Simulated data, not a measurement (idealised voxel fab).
The name of this process module is voxel self aligned contacts.
FYI the section here is cut, 285 nm wide, cells are 5 nm squares.
How to read a cross-section here: the picture is a grid of square cells, written as bands going from the top down, and any band can span one or more rows of cells.
A band entry consists of two parts. The first gives the height of the band's top and the height of its bottom, in nm. The rest lists the band's materials from left to right, each with its width in nm. A single material labelled with the word "everywhere" fills the band from edge to edge, and the word "air" marks empty space.
Convention: height 0 is the level below which the wafer, as received, is all one material. The lowest band does not terminate at the bottom but continues downward, represented as "0 nm and below".
The two numbers in a width such as "30..40" mark its ends across the band: the first belongs to the top row of cells, the second to the bottom row, and from each row to the next the width moves by the same amount.
"no change" means the step left every cell of the cross-section as it was.
Entry "Enclosed void list". Content: empty spaces with no open connection to the top, size 8 cells or greater. Each: width x height at distance. Distance: from left edge. Unit: nm.
Past the settings on a step's line: simulator remark, on that step.
"overlay nm", when on a step's line for a step with a mask, measures how far to the right of its planned place the mask lay; a negative measure means to the left.
How should the pairs below be read? Each gives the cross-section before one process step and the cross-section after it, the latter drawn only to the lowest band that changed; the step that lies between them, with its settings, appears under the pair. Does a pair pick up where the pair above left off? Only where its entry headed "State before" says so, since pairs can come from different runs of this module on the same starting wafer.
-- State before
	40 nm to 20 nm: SiN (80) / air (15) / SiN (40) / air (15) / SiN (40) / air (15) / SiN (80)
	20 nm to 0 nm: polySi (75) / SiN (5) / air (15) / SiN (5) / polySi (30) / SiN (5) / air (15) / SiN (5) / polySi (30) / SiN (5) / air (15) / SiN (5) / polySi (75)
	0 nm to -5 nm: SiO2 everywhere
	-5 nm and below: Si everywhere
	Enclosed void list: none
-- Section, Post-Step
	50 nm to 40 nm: SiO2 everywhere
	40 nm to 20 nm: SiN (80) / SiO2 (15) / SiN (40) / SiO2 (15) / SiN (40) / SiO2 (15) / SiN (80)
	20 nm to 0 nm: polySi (75) / SiN (5) / SiO2 (15) / SiN (5) / polySi (30) / SiN (5) / SiO2 (15) / SiN (5) / polySi (30) / SiN (5) / SiO2 (15) / SiN (5) / polySi (75)
	Under the height 0 nothing was changed.
	Enclosed void list: none
Between the two cross-sections you see above, the step is FILL_DEP,material SiO2,thk nm 10
State before: check the pair just above; its after cross-section is our before state.
-- Section, Post-Step
	45 nm to 40 nm: SiO2 everywhere
	Under the height 40 nothing was changed.
	Enclosed void list: none
Between the two cross-sections you see above, the step is CMP,height nm 45
State before: check the pair just above; its after cross-section is our before state.
-- Section, Post-Step
	60 nm to 45 nm: resist (95) / air (40) / resist (15) / air (40) / resist (95)
	Under the height 45 nothing was changed.
	Enclosed void list: none
Between the two cross-sections you see above, the step is PATTERN,tone open,mask id CONTACT,material resist,width nm 40,pitch nm 55,thk nm 15,overlay nm 0
State before: check the pair just above; its after cross-section is our before state.
-- Section, Post-Step
	60 nm to 45 nm: resist (95) / air (40) / resist (15) / air (40) / resist (95)
	45 nm to 40 nm: SiO2 (95) / air (40) / SiO2 (15) / air (40) / SiO2 (95)
	Under the height 40 nothing was changed.
	Enclosed void list: none
Between the two cross-sections you see above, the step is DIRECTIONAL_ETCH,etch materials SiO2,depth nm 50
State before: check the pair just above; its after cross-section is our before state.
-- Section, Post-Step
	45 nm to 40 nm: SiO2 (95) / air (40) / SiO2 (15) / air (40) / SiO2 (95)
	Under the height 40 nothing was changed.
	Enclosed void list: none
Between the two cross-sections you see above, the step is STRIP,etch materials resist
State before: check the pair just above; its after cross-section is our before state.
-- Section, Post-Step
	50 nm to 45 nm: TiN (100) / air (30) / TiN (25) / air (30) / TiN (100)
	45 nm to 40 nm: SiO2 (95) / TiN (40) / SiO2 (15) / TiN (40) / SiO2 (95)
	Under the height 40 nothing was changed.
	Enclosed void list: none
Between the two cross-sections you see above, the step is CONFORMAL_DEP,material TiN,thk nm 5
State before: check the pair just above; its after cross-section is our before state.
-- Section, Post-Step
	55 nm to 50 nm: W everywhere
	50 nm to 45 nm: TiN (100) / W (30) / TiN (25) / W (30) / TiN (100)
	Under the height 45 nothing was changed.
	Enclosed void list: none
Between the two cross-sections you see above, the step is FILL_DEP,material W,thk nm 5
State before: check the pair just above; its after cross-section is our before state.
-- Section, Post-Step
	45 nm to 40 nm: SiO2 (95) / TiN (40) / SiO2 (15) / TiN (40) / SiO2 (95)
	Under the height 40 nothing was changed.
	Enclosed void list: none
Between the two cross-sections you see above, the step is CMP,height nm 45
State before: check the pair just above; its after cross-section is our before state.
-- Section, Post-Step
	50 nm to 45 nm: SiCN everywhere
	Under the height 45 nothing was changed.
	Enclosed void list: none
Between the two cross-sections you see above, the step is CONFORMAL_DEP,material SiCN,thk nm 5
